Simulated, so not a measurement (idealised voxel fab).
Process module under the name voxel released beams
Cross-sectional view cut (width: 250 nm; square cell size: 5 nm).
Format of a cross-section: grid, square cells. Given as bands. Order: top down. Band: one or more rows of cells. Heads up on the band format: heights come first, top then bottom, in nm. After that it's the materials left to right, each with its width in nm. A single material flagged "full width" fills the whole band edge to edge, and "empty" means there's empty space there. Height reference: 0 = level under which incoming wafer is all one material. Lowest band: no bottom, runs on downward, e.g. "z 0 and below". Width: "30->40" (first number = top row, second number = bottom row, same change from row to row of cells). "no alterations made" -> step changed no cross-section cell. So "Unvented cavities" is basically the list of trapped voids: any empty space of 8 cells or more that can't reach the top through an opening. They're written width x height at distance, the distance being from the left edge, and it's all nm. It should be noted that, on the line of a given step, the content following the step's settings is a remark produced by the simulator itself with respect to that step. You can add "overlay nm" to a step's line. For a step with a mask, it describes how far the mask lay to the right of its planned position, and a negative number describes a lay to the left.
[Listed below are the process steps as planned]
1 RECEIVE, material Si
2 CONFORMAL_DEP, material SiN, thk nm 5
3 DIRECTIONAL_DEP, material SiO2, thk nm 20
4 PATTERN, tone open, mask id ANCHOR, material resist, width nm 45, thk nm 15, overlay nm 0
5 DIRECTIONAL_ETCH, etch materials SiO2, depth nm 20
6 STRIP, etch materials resist
7 CONFORMAL_DEP, material TiN, thk nm 15
8 MASKED_ETCH, tone cover, mask id BEAM, width nm 130, etch materials TiN, depth nm 15, overlay nm 0
9 STRIP, etch materials SiO2
[Cross-section of the wafer as it came to us, i.e., already through step 1]
z 0 and below: Si full width
Unvented cavities: none
[This is how the wafer looks in cross-section once the module is done, given the starting state and plan above and one mistake in carrying the plan out]
z 40 to 25: 50 empty, 25 TiN, 15 empty, 100 TiN, 60 empty
z 25 to 20: 60 empty, 15 TiN, 15 empty, 15 TiN, 145 empty
z 20 to 5: 60 empty, 45 TiN, 145 empty
z 5 to 0: SiN full width
z 0 and below: Si full width
Unvented cavities: none
In executing the process, a mistake was made relative to the plan: step 8 did not use the planned setting and instead ran as MASKED_ETCH, tone cover, mask id BEAM, width nm 140, etch materials TiN, depth nm 15, overlay nm 0
